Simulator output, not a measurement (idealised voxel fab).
Process module in this document: voxel ribs on slabs
We display cut, a cross-section 230 nm in width whose square cells are each 5 nm.
Cross-section = grid of square cells, listed top down in bands; band = one or more rows.
First you get the band's top height and its bottom height, in nm, and then the materials it's made of, left to right, with each width in nm. If you see a single material with "everywhere", that one covers the band edge to edge. "air" is empty space.
Heights are reckoned from 0. Under this level, the received wafer is all of one material. The bottommost band is open-ended downward, for example "0 and below".
You'd read "30..40" like this: the band's top row of cells is as wide as the first number, its bottom row is as wide as the second, and going down, every row changes width by the same amount as the row before did.
The designation "no change occurred", where it is given for a processing step, indicates that no cell of the cross-section was altered in the course of that step.
Enclosed voids (no open way to top), threshold 8 cells or more, entry "closed voids", notation width x height at distance, distance from left edge, nm.
That trailing text on a step's line, after the settings, is the simulator's own remark on the step.
overlay nm: for a step with a mask, the amount by which the mask lay right of where it was planned; a negative amount means left of it.

PROCESS STEPS FORESEEN IN THE PLAN
1: RECEIVE (material Si)
2: DIRECTIONAL_DEP (material SiO2; thk nm 25)
3: DIRECTIONAL_DEP (material SiN; thk nm 20)
4: PATTERN (tone cover; mask id RIB; material resist; width nm 20; thk nm 15; overlay nm 0)
5: DIRECTIONAL_ETCH (etch materials SiN; depth nm 5)
6: STRIP (etch materials resist)
7: PATTERN (tone cover; mask id SLAB; material resist; width nm 50; thk nm 20; overlay nm 0)
8: DIRECTIONAL_ETCH (etch materials SiN; depth nm 15)
9: STRIP (etch materials resist)
10: FILL_DEP (material SiO2; thk nm 15)
11: CMP (height nm 55)
12: DIRECTIONAL_DEP (material W; thk nm 5)
13: PATTERN (tone cover; mask id HEATER; material resist; width nm 30; thk nm 20; overlay nm 0)
14: DIRECTIONAL_ETCH (etch materials W; depth nm 5)
15: STRIP (etch materials resist)
16: CONFORMAL_DEP (material SiN; thk nm 10)

RECEIVED-STATE CROSS-SECTION, REFLECTING COMPLETION OF STEP 1
> 0 and below  Si everywhere
> closed voids: none

CROSS-SECTION TAKEN AT MODULE COMPLETION ON THE FIRST OF TWO WAFERS; PROCESSED PER THE PLAN
> 70 down to 65  air (90), then SiN (50), then air (90)
> 65 down to 60  SiN everywhere
> 60 down to 55  SiN (100), then W (30), then SiN (100)
> 55 down to 45  SiO2 everywhere
> 45 down to 40  SiO2 (105), then SiN (20), then SiO2 (105)
> 40 down to 25  SiO2 (90), then SiN (50), then SiO2 (90)
> 25 down to 0  SiO2 everywhere
> 0 and below  Si everywhere
> closed voids: none

PRESENTED HERE IS A CROSS-SECTION OF THE SECOND OF THE TWO WAFERS AS IT STOOD AT THE END OF THE MODULE. IT WAS STARTED IN THE SAME MANNER AND ASSIGNED THE SAME PLAN AS THE FIRST WAFER; HOWEVER, ONE MISTAKE WAS MADE IN ITS EXECUTION
> 70 down to 65  air (90), then SiN (50), then air (90)
> 65 down to 60  SiN everywhere
> 60 down to 55  SiN (100), then W (30), then SiN (100)
> 55 down to 45  SiO2 everywhere
> 45 down to 40  SiO2 (105), then SiN (20), then SiO2 (105)
> 40 down to 25  SiO2 (95), then SiN (50), then SiO2 (85)
> 25 down to 0  SiO2 everywhere
> 0 and below  Si everywhere
> closed voids: none
The mistake made against the process plan was this: step 7 went in with a setting other than planned; the actual run was PATTERN (tone cover; mask id SLAB; material resist; width nm 50; thk nm 20; overlay nm 5)
End check, second vs first wafer: material counts in cells match, positions do not.
